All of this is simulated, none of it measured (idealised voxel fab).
Module name: voxel ribs on slabs (process module)
The cross-section on display is named cut; it measures 140 nm wide, and its cells are 5 nm squares.
How to read a cross-section here: the picture is a grid of square cells, written as bands going from the top down, and any band can span one or more rows of cells.
In this notation a band is specified by the heights of its top and bottom, in that order and in nm, after which its materials appear from left to right, each paired with its width in nm. The word "full width" attached to a single material means that material fills the band from edge to edge; the word "empty" stands for empty space.
We count height from 0. Below that, the starting wafer is all one material. The lowest band never ends at the bottom but goes on down; see "top 0, no bottom" for how that is written.
You'd read "30..40" like this: the band's top row of cells is as wide as the first number, its bottom row is as wide as the second, and going down, every row changes width by the same amount as the row before did.
Basically "no change occurred" means that step didn't change any cell in the cross-section.
Empty spaces without an open route to the top, at least 8 cells in extent, make up the entry "Fully sealed voids"; each is given as width x height at distance, where the distance is measured from the left edge, and all are in nm.
after a step's settings: what the simulator itself notes on the step
overlay nm: mask right of planned place by this much (step with mask). Neg. = left.

**Planned process steps**
step 1: op RECEIVE | material Si
step 2: op DIRECTIONAL_DEP | material SiO2 | thk nm 20
step 3: op DIRECTIONAL_DEP | material SiN | thk nm 20
step 4: op PATTERN | tone cover | mask id RIB | material resist | width nm 25 | thk nm 15 | overlay nm 0
step 5: op DIRECTIONAL_ETCH | etch materials SiN | depth nm 15
step 6: op STRIP | etch materials resist
step 7: op MASKED_ETCH | tone cover | mask id SLAB | width nm 55 | etch materials SiN | depth nm 5 | overlay nm 0
step 8: op FILL_DEP | material SiO2 | thk nm 15
step 9: op CMP | height nm 50
step 10: op DIRECTIONAL_DEP | material TiN | thk nm 5
step 11: op DIRECTIONAL_DEP | material aC | thk nm 15
step 12: op PATTERN | tone cover | mask id HEATER | material resist | width nm 35 | thk nm 35 | overlay nm 0
step 13: op DIRECTIONAL_ETCH | etch materials aC | depth nm 15
step 14: op STRIP | etch materials resist
step 15: op DIRECTIONAL_ETCH | etch materials TiN | depth nm 5
step 16: op STRIP | etch materials aC
step 17: op CONFORMAL_DEP | material SiN | thk nm 10

**As-received state of the wafer in cross-section, equivalent to post-step 1**
- top 0, no bottom  Si full width
- Fully sealed voids: none

**Wafer at module end, in section. Began as above, planned as above, run with one mistake**
- top 65, bottom 60  40 of empty; 55 of SiN; 45 of empty
- top 60, bottom 55  SiN full width
- top 55, bottom 50  50 of SiN; 35 of TiN; 55 of SiN
- top 50, bottom 40  SiO2 full width
- top 40, bottom 25  55 of SiO2; 30 of SiN; 55 of SiO2
- top 25, bottom 20  40 of SiO2; 55 of SiN; 45 of SiO2
- top 20, bottom 0  SiO2 full width
- top 0, no bottom  Si full width
- Fully sealed voids: none
Want to know what went wrong? step 4 ran as: op PATTERN | tone cover | mask id RIB | material resist | width nm 30 | thk nm 15 | overlay nm 0
